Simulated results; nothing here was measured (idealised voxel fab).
process module | voxel tone inversion
cross-section cut | 275 nm wide | cells 5 nm
A cross-section is a grid of square cells, given in bands from the top down. A band is one or more rows of cells.
Each band's line starts with the height of the band's top and of its bottom, in nm. Then come its materials from left to right, each with its width in nm. One material with "throughout" fills the band from edge to edge. "air" is empty space.
Height 0 is the level under which the wafer as received is all one material. The lowest band goes on downwards, as in "0 down".
A width such as "30 to 40" changes by the same amount from each row of cells to the next, from the band's top row to its bottom row.
"no change" after a step means that no cell of the cross-section changed.
closed voids: empty space of 8 cells or more with no open way to the top, each as width x height at its distance from the left edge, in nm
after a step's settings: what the simulator itself notes on the step
overlay nm, on a step with a mask: how far to the right of its planned place the mask lay; to the left if negative
plan
1 op RECEIVE | material Si
2 op CONFORMAL_DEP | material SiCN | thk nm 5
3 op DIRECTIONAL_DEP | material aC | thk nm 25
4 op PATTERN | tone cover | mask id POSTS | material resist | width nm 25 | pitch nm 55 | thk nm 30 | overlay nm 0
5 op DIRECTIONAL_ETCH | etch materials aC | depth nm 25
6 op STRIP | etch materials resist
7 op FILL_DEP | material SiO2 | thk nm 10
8 op CMP | height nm 30
9 op STRIP | etch materials aC
as received, after step 1
  0 down: Si throughout
  closed voids: none
a wafer at the end: this start, this plan, one mistake
  30 to 25: SiCN throughout
  25 to 0: aC throughout
  0 down: Si throughout
  closed voids: none
what went wrong: steps 2 and 3 were swapped
